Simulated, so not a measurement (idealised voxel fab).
The name of this process module is voxel air gaps.
Each square cell in cross-section cut measures 5 nm, and the section as a whole is 230 nm wide.
The cross-sections in this document take the form of a grid made of square cells. They are written out as bands, in order from top to bottom. Each band consists of one or more rows of cells.
For a band, the entry starts with two heights in nm, that of the top and then that of the bottom, and carries on with the band's materials in order from left to right, each alongside its width in nm; the word "full width" beside a single material means it fills the band edge to edge, and "air" means empty space.
Beneath 0, the wafer as received is one material, and that level is where height counting begins. The lowest band goes on downward without a bottom; it is written like "0..down".
Graded width ("30..40"): value in top row of band = first number; value in bottom row = second number; row-to-row change constant.
Any step labelled "nothing changed" changed none of the cells in the cross-section.
Basically, "Completely enclosed voids" tells you about the enclosed voids: empty spaces with no open way to the top, 8 cells or bigger, each written width x height at distance, where distance is from the left edge, all in nm.
Where a step's line continues beyond its settings, the continuation is a remark by the simulator itself on that step.
Each step line may optionally specify "overlay nm", which for a step with a mask gives the rightward distance between the mask's planned place and where it lay, a negative value indicating the leftward direction.
-- Here's what the planned process steps look like
1. RECEIVE with material Si
2. CONFORMAL_DEP with material SiO2, thk nm 10
3. CONFORMAL_DEP with material SiN, thk nm 5
4. DIRECTIONAL_DEP with material lowk, thk nm 40
5. DIRECTIONAL_DEP with material aC, thk nm 15
6. PATTERN with tone open, mask id LINES, material resist, width nm 20, pitch nm 45, thk nm 30, overlay nm 0
7. DIRECTIONAL_ETCH with etch materials aC, depth nm 15
8. STRIP with etch materials resist
9. DIRECTIONAL_ETCH with etch materials lowk, depth nm 40
10. STRIP with etch materials aC
11. CONFORMAL_DEP with material TiN, thk nm 5
12. FILL_DEP with material Cu, thk nm 5
13. CMP with height nm 55
14. EPI with material Ru, thk nm 10
15. SELECTIVE_ETCH with etch materials lowk, depth nm 50
16. CONFORMAL_DEP with material SiCN, thk nm 5
-- Wafer as received: cross-section following step 1
    0..down = Si full width
    Completely enclosed voids: none
-- First of two wafers, end-of-module section, run followed plan
    70..65 = 45 of air / 140 of SiCN / 45 of air
    65..55 = 45 of air / 5 of SiCN / 40 of Ru / 5 of SiCN / 40 of Ru / 5 of SiCN / 40 of Ru / 5 of SiCN / 45 of air
    55..50 = 45 of air / 15 of SiCN / 5 of TiN / 10 of Cu / 5 of TiN / 25 of SiCN / 5 of TiN / 10 of Cu / 5 of TiN / 25 of SiCN / 5 of TiN / 10 of Cu / 5 of TiN / 15 of SiCN / 45 of air
    50..20 = 55 of air / 5 of SiCN / 5 of TiN / 10 of Cu / 5 of TiN / 5 of SiCN / 15 of air / 5 of SiCN / 5 of TiN / 10 of Cu / 5 of TiN / 5 of SiCN / 15 of air / 5 of SiCN / 5 of TiN / 10 of Cu / 5 of TiN / 5 of SiCN / 55 of air
    20..15 = 60 of SiCN / 20 of TiN / 25 of SiCN / 20 of TiN / 25 of SiCN / 20 of TiN / 60 of SiCN
    15..10 = SiN full width
    10..0 = SiO2 full width
    0..down = Si full width
    Completely enclosed voids: 15 x 30 at 85; 15 x 30 at 130
-- What the second wafer looks like in cross-section once the module is done. Its start and its plan matched the first wafer's exactly; what differed was one mistake in how it was run
    80..75 = 35 of air / 160 of SiCN / 35 of air
    75..55 = 35 of air / 5 of SiCN / 150 of Ru / 5 of SiCN / 35 of air
    55..50 = 35 of air / 25 of SiCN / 5 of TiN / 10 of Cu / 5 of TiN / 25 of lowk / 5 of TiN / 10 of Cu / 5 of TiN / 25 of lowk / 5 of TiN / 10 of Cu / 5 of TiN / 25 of SiCN / 35 of air
    50..20 = 55 of air / 5 of SiCN / 5 of TiN / 10 of Cu / 5 of TiN / 25 of lowk / 5 of TiN / 10 of Cu / 5 of TiN / 25 of lowk / 5 of TiN / 10 of Cu / 5 of TiN / 5 of SiCN / 55 of air
    20..15 = 60 of SiCN / 20 of TiN / 25 of lowk / 20 of TiN / 25 of lowk / 20 of TiN / 60 of SiCN
    15..10 = SiN full width
    10..0 = SiO2 full width
    0..down = Si full width
    Completely enclosed voids: none
Run error: step 14 of the plan was executed twice over
Final wafer comparison in cells, second versus first, more or fewer per material: 72 more of Ru, 36 fewer of SiCN, 80 more of lowk
Heads up: the first wafer ends with 2 closed voids, the second with 0.
